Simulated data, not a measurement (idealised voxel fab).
Process module in this document: voxel quadruple lines
The cross-section on display is named cut; it measures 155 nm wide, and its cells are 5 nm squares.
Just so we're on the same page, the cross-sections are grids of square cells, and they're listed out in bands top to bottom, each band one or more rows deep.
Heights first: top, then bottom, in nm. Then materials, left to right, each with a width in nm. "full width" on a single material: fills the band edge to edge. "air": empty space.
Heights from 0 (as-received wafer is one material below). Bottom band endless downward, as "top 0, no bottom".
Note: "30 to 40" means the width goes from the first number (top row of the band) to the second number (bottom row) in equal steps per row of cells.
It should be understood that the words "all unchanged", when stated for a given step, signify that the cross-section underwent no change in any of its cells during that step.
Entry "Closed voids list" = empty spaces >= 8 cells with no open way to the top; each as width x height at distance, distance from left edge, all nm.
On each step's line, the part that comes after the settings is the simulator's own comment on the step.
"overlay nm" on a masked step: distance the mask lay right of its planned place, negative for left.
### Process steps (planned)
1 RECEIVE (material Si)
2 CONFORMAL_DEP (material SiO2; thk nm 5)
3 DIRECTIONAL_DEP (material W; thk nm 10)
4 DIRECTIONAL_DEP (material polySi; thk nm 15)
5 DIRECTIONAL_DEP (material aC; thk nm 20)
6 PATTERN (tone cover; mask id MANDREL; material resist; width nm 35; thk nm 30; overlay nm 0)
7 DIRECTIONAL_ETCH (etch materials aC; depth nm 20)
8 STRIP (etch materials resist)
9 CONFORMAL_DEP (material SiO2; thk nm 15)
10 DIRECTIONAL_ETCH (etch materials SiO2; depth nm 15)
11 STRIP (etch materials aC)
12 DIRECTIONAL_ETCH (etch materials polySi; depth nm 15)
13 STRIP (etch materials SiO2)
14 CONFORMAL_DEP (material SiCN; thk nm 10)
15 DIRECTIONAL_ETCH (etch materials SiCN; depth nm 10)
16 STRIP (etch materials polySi)
17 DIRECTIONAL_ETCH (etch materials W; depth nm 10)
18 STRIP (etch materials SiCN)
### So this is the incoming wafer in cross-section - it's already been through step 1
- top 0, no bottom | Si full width
- Closed voids list: none
### Here's the wafer cut in cross-section after the module, started and planned just like above, except one thing was done wrong in the run
- top 15, bottom 5 | air (30) | W (10) | air (15) | W (10) | air (15) | W (10) | air (15) | W (10) | air (40)
- top 5, bottom 0 | SiO2 full width
- top 0, no bottom | Si full width
- Closed voids list: none
What was the processing mistake? step 6 ran differently from the plan; actual operation with settings: PATTERN (tone cover; mask id MANDREL; material resist; width nm 35; thk nm 30; overlay nm -5)
